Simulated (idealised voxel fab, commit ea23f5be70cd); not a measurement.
The following is a process module called voxel wiring stack.
In the cross-section labelled cut, the width is 285 nm and each square cell is 5 nm.
Throughout this document, each cross-section is represented as a grid of square cells and is presented as a sequence of bands enumerated from the top downward, where a band comprises one or more rows of cells. Band: top height; bottom height; in nm. Then, left to right: material with width in nm, for each material. "full width": a single material spanning edge to edge. "empty": empty space. Zero point of the height axis is 0; under it, received wafer = one material. Lowest band: continues down indefinitely, "0..down". Think of "30->40" as a width that walks from the first number to the second as you go down the band, top row to bottom row, taking equal-sized steps from row to row. The designation "nothing changed", where it is given for a processing step, indicates that no cell of the cross-section was altered in the course of that step. Any empty space of 8 cells or more lacking an open way to the top shows up in "Completely sealed voids" as width x height at distance, distance from the left edge, in nm. Post-settings text on a step line: simulator's own remark regarding the step. Among the settings permitted on a step's line is "overlay nm"; applied to a step with a mask, it specifies the extent to which the mask lay to the right of its planned position, whereas a negative figure signifies a position to the left.

-- Process steps foreseen in the plan
- 1: RECEIVE | material Si
- 2: CONFORMAL_DEP | material SiO2 | thk nm 10
- 3: CONFORMAL_DEP | material SiN | thk nm 5
- 4: DIRECTIONAL_DEP | material lowk | thk nm 25
- 5: MASKED_ETCH | tone open | mask id METAL_1 | width nm 25 | pitch nm 55 | etch materials lowk | depth nm 25 | overlay nm 0
- 6: MASKED_ETCH | tone open | mask id METAL_1 | width nm 25 | pitch nm 55 | etch materials SiN | depth nm 5 | overlay nm 0
- 7: CONFORMAL_DEP | material TiN | thk nm 5
- 8: FILL_DEP | material Cu | thk nm 5
- 9: CMP | height nm 40
- 10: CONFORMAL_DEP | material SiCN | thk nm 5
- 11: DIRECTIONAL_DEP | material SiO2 | thk nm 25
- 12: DIRECTIONAL_DEP | material aC | thk nm 10
- 13: PATTERN | tone open | mask id METAL_2_HOLES | material resist | width nm 15 | thk nm 30 | overlay nm 0
- 14: DIRECTIONAL_ETCH | etch materials aC | depth nm 10
- 15: STRIP | etch materials resist
- 16: DIRECTIONAL_ETCH | etch materials SiO2 | depth nm 25
- 17: STRIP | etch materials aC
- 18: MASKED_ETCH | tone open | mask id METAL_2 | width nm 25 | pitch nm 55 | etch materials SiO2 | depth nm 15 | overlay nm 0
- 19: MASKED_ETCH | tone open | mask id METAL_2 | width nm 25 | pitch nm 55 | etch materials SiCN | depth nm 5 | overlay nm 0
- 20: CONFORMAL_DEP | material TiN | thk nm 5
- 21: FILL_DEP | material Cu | thk nm 5
- 22: CMP | height nm 70
- 23: CONFORMAL_DEP | material SiCN | thk nm 5
- 24: DIRECTIONAL_DEP | material SiO2 | thk nm 30
- 25: MASKED_ETCH | tone open | mask id METAL_3 | width nm 25 | pitch nm 55 | etch materials SiO2 | depth nm 20 | overlay nm 0
- 26: DIRECTIONAL_DEP | material aC | thk nm 10
- 27: PATTERN | tone open | mask id METAL_3_HOLES | material resist | width nm 15 | pitch nm 55 | thk nm 25 | overlay nm 0
- 28: DIRECTIONAL_ETCH | etch materials aC | depth nm 10
- 29: STRIP | etch materials resist
- 30: DIRECTIONAL_ETCH | etch materials SiO2 | depth nm 10
- 31: DIRECTIONAL_ETCH | etch materials SiCN | depth nm 5
- 32: STRIP | etch materials aC
- 33: CONFORMAL_DEP | material TiN | thk nm 5
- 34: FILL_DEP | material Cu | thk nm 5
- 35: CMP | height nm 105
- 36: CONFORMAL_DEP | material SiCN | thk nm 5
- 37: DIRECTIONAL_DEP | material SiO2 | thk nm 25
- 38: PATTERN | tone open | mask id METAL_4_HOLES | material resist | width nm 15 | pitch nm 55 | thk nm 20 | overlay nm 0
- 39: DIRECTIONAL_ETCH | etch materials SiO2 | depth nm 25
- 40: STRIP | etch materials resist
- 41: PATTERN | tone open | mask id METAL_4 | material resist | width nm 25 | pitch nm 55 | thk nm 20 | overlay nm 0
- 42: DIRECTIONAL_ETCH | etch materials SiO2 | depth nm 15
- 43: DIRECTIONAL_ETCH | etch materials SiCN | depth nm 5
- 44: STRIP | etch materials resist
- 45: CONFORMAL_DEP | material TiN | thk nm 5
- 46: FILL_DEP | material Cu | thk nm 10
- 47: CMP | height nm 135
- 48: CONFORMAL_DEP | material SiN | thk nm 5

-- Step 1 complete: cross-section of the wafer as received
	0..down  Si full width
	Completely sealed voids: none

-- The module was run from the start shown above using the plan shown above, but one mistake was made doing it; the resulting wafer cross-section is below
	140..135  SiN full width
	135..125  SiO2: 100  TiN: 5  Cu: 15  TiN: 5  SiO2: 30  TiN: 5  Cu: 15  TiN: 5  SiO2: 105
	125..120  SiO2: 100  TiN: 5  Cu: 5  TiN: 15  SiO2: 30  TiN: 5  Cu: 5  TiN: 15  SiO2: 105
	120..110  SiO2: 100  TiN: 5  Cu: 5  TiN: 5  SiO2: 40  TiN: 5  Cu: 5  TiN: 5  SiO2: 115
	110..105  SiCN: 100  TiN: 15  SiCN: 40  TiN: 15  SiCN: 115
	105..100  Cu full width
	100..95  TiN: 105  Cu: 15  TiN: 40  Cu: 15  TiN: 110
	95..80  SiO2: 100  TiN: 5  Cu: 15  TiN: 5  SiO2: 30  TiN: 5  Cu: 15  TiN: 5  SiO2: 105
	80..75  SiO2: 100  TiN: 5  Cu: 5  TiN: 15  SiO2: 30  TiN: 5  Cu: 5  TiN: 15  SiO2: 105
	75..65  SiO2: 100  TiN: 5  Cu: 5  TiN: 5  SiO2: 40  TiN: 5  Cu: 5  TiN: 5  SiO2: 115
	65..60  SiCN: 100  TiN: 15  SiCN: 40  TiN: 15  SiCN: 115
	60..55  SiO2: 100  TiN: 5  Cu: 5  TiN: 15  SiO2: 30  TiN: 25  SiO2: 105
	55..45  SiO2: 100  TiN: 5  Cu: 5  TiN: 5  SiO2: 170
	45..40  SiCN: 100  TiN: 15  SiCN: 170
	40..15  lowk: 100  TiN: 5  Cu: 15  TiN: 5  lowk: 30  TiN: 5  Cu: 15  TiN: 5  lowk: 105
	15..10  SiN: 100  TiN: 25  SiN: 30  TiN: 25  SiN: 105
	10..0  SiO2 full width
	0..down  Si full width
	Completely sealed voids: none
It is concluded that the wafer was processed incorrectly with respect to the plan, in that step 22 went in with a setting other than planned; the actual run was CMP | height nm 60
